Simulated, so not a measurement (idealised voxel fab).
process module | voxel wiring stack
cross-section cut | 260 nm wide | cells 5 nm
A cross-section is a grid of square cells, given in bands from the top down. A band is one or more rows of cells.
Each band's line starts with the height of the band's top and of its bottom, in nm. Then come its materials from left to right, each with its width in nm. One material with "throughout" fills the band from edge to edge. "air" is empty space.
Height 0 is the level under which the wafer as received is all one material. The lowest band goes on downwards, as in "0 down".
A width such as "30 to 40" changes by the same amount from each row of cells to the next, from the band's top row to its bottom row.
"no change" after a step means that no cell of the cross-section changed.
closed voids: empty space of 8 cells or more with no open way to the top, each as width x height at its distance from the left edge, in nm
after a step's settings: what the simulator itself notes on the step
overlay nm, on a step with a mask: how far to the right of its planned place the mask lay; to the left if negative
plan
1 op RECEIVE | material Si
2 op CONFORMAL_DEP | material SiO2 | thk nm 15
3 op CONFORMAL_DEP | material SiN | thk nm 5
4 op DIRECTIONAL_DEP | material lowk | thk nm 25
5 op DIRECTIONAL_DEP | material aC | thk nm 10
6 op PATTERN | tone open | mask id METAL_1 | material resist | width nm 25 | pitch nm 40 | thk nm 30 | overlay nm 0
7 op DIRECTIONAL_ETCH | etch materials aC | depth nm 10
8 op STRIP | etch materials resist
9 op DIRECTIONAL_ETCH | etch materials lowk | depth nm 25
10 op DIRECTIONAL_ETCH | etch materials SiN | depth nm 5
11 op STRIP | etch materials aC
12 op CONFORMAL_DEP | material TiN | thk nm 5
13 op FILL_DEP | material Ru | thk nm 10
14 op CMP | height nm 45
15 op EPI | material Ru | thk nm 5
16 op FILL_DEP | material SiCN | thk nm 5
17 op DIRECTIONAL_DEP | material lowk | thk nm 30
18 op DIRECTIONAL_DEP | material aC | thk nm 10
19 op PATTERN | tone open | mask id METAL_2_HOLES | material resist | width nm 15 | pitch nm 40 | thk nm 25 | overlay nm 0
20 op DIRECTIONAL_ETCH | etch materials aC | depth nm 10
21 op STRIP | etch materials resist
22 op DIRECTIONAL_ETCH | etch materials lowk | depth nm 30
23 op STRIP | etch materials aC
24 op PATTERN | tone open | mask id METAL_2 | material resist | width nm 25 | pitch nm 40 | thk nm 15 | overlay nm 0
25 op DIRECTIONAL_ETCH | etch materials lowk | depth nm 15
26 op DIRECTIONAL_ETCH | etch materials SiCN | depth nm 5
27 op STRIP | etch materials resist
28 op CONFORMAL_DEP | material TiN | thk nm 5
29 op FILL_DEP | material Cu | thk nm 5
30 op CMP | height nm 85
31 op CONFORMAL_DEP | material SiN | thk nm 5
as received, after step 1
  0 down: Si throughout
  closed voids: none
first wafer at the end, as planned
  90 to 85: SiN throughout
  85 to 75: lowk 55 | TiN 5 | Cu 15 | TiN 5 | lowk 15 | TiN 5 | Cu 15 | TiN 5 | lowk 15 | TiN 5 | Cu 15 | TiN 5 | lowk 15 | TiN 5 | Cu 15 | TiN 5 | lowk 60
  75 to 70: lowk 55 | TiN 5 | Cu 5 | TiN 15 | lowk 15 | TiN 5 | Cu 5 | TiN 15 | lowk 15 | TiN 5 | Cu 5 | TiN 15 | lowk 15 | TiN 5 | Cu 5 | TiN 15 | lowk 60
  70 to 55: lowk 55 | TiN 5 | Cu 5 | TiN 5 | lowk 25 | TiN 5 | Cu 5 | TiN 5 | lowk 25 | TiN 5 | Cu 5 | TiN 5 | lowk 25 | TiN 5 | Cu 5 | TiN 5 | lowk 70
  55 to 50: SiCN 55 | TiN 15 | SiCN 25 | TiN 15 | SiCN 25 | TiN 15 | SiCN 25 | TiN 15 | SiCN 70
  50 to 45: SiCN 50 | Ru 35 | SiCN 5 | Ru 35 | SiCN 5 | Ru 35 | SiCN 5 | Ru 35 | SiCN 55
  45 to 20: lowk 55 | TiN 5 | Ru 15 | TiN 5 | lowk 15 | TiN 5 | Ru 15 | TiN 5 | lowk 15 | TiN 5 | Ru 15 | TiN 5 | lowk 15 | TiN 5 | Ru 15 | TiN 5 | lowk 60
  20 to 15: SiN 55 | TiN 25 | SiN 15 | TiN 25 | SiN 15 | TiN 25 | SiN 15 | TiN 25 | SiN 60
  15 to 0: SiO2 throughout
  0 down: Si throughout
  closed voids: none
second wafer at the end: like start, like plan, one mistake
  100 to 85: SiN throughout
  85 to 75: lowk 55 | TiN 5 | Cu 15 | TiN 5 | lowk 15 | TiN 5 | Cu 15 | TiN 5 | lowk 15 | TiN 5 | Cu 15 | TiN 5 | lowk 15 | TiN 5 | Cu 15 | TiN 5 | lowk 60
  75 to 70: lowk 55 | TiN 5 | Cu 5 | TiN 15 | lowk 15 | TiN 5 | Cu 5 | TiN 15 | lowk 15 | TiN 5 | Cu 5 | TiN 15 | lowk 15 | TiN 5 | Cu 5 | TiN 15 | lowk 60
  70 to 55: lowk 55 | TiN 5 | Cu 5 | TiN 5 | lowk 25 | TiN 5 | Cu 5 | TiN 5 | lowk 25 | TiN 5 | Cu 5 | TiN 5 | lowk 25 | TiN 5 | Cu 5 | TiN 5 | lowk 70
  55 to 50: SiCN 55 | TiN 15 | SiCN 25 | TiN 15 | SiCN 25 | TiN 15 | SiCN 25 | TiN 15 | SiCN 70
  50 to 45: SiCN 50 | Ru 35 | SiCN 5 | Ru 35 | SiCN 5 | Ru 35 | SiCN 5 | Ru 35 | SiCN 55
  45 to 20: lowk 55 | TiN 5 | Ru 15 | TiN 5 | lowk 15 | TiN 5 | Ru 15 | TiN 5 | lowk 15 | TiN 5 | Ru 15 | TiN 5 | lowk 15 | TiN 5 | Ru 15 | TiN 5 | lowk 60
  20 to 15: SiN 55 | TiN 25 | SiN 15 | TiN 25 | SiN 15 | TiN 25 | SiN 15 | TiN 25 | SiN 60
  15 to 0: SiO2 throughout
  0 down: Si throughout
  closed voids: none
what went wrong: step 31 ran as: op CONFORMAL_DEP | material SiN | thk nm 15
at the end the second wafer has, in cells: 104 more of SiN
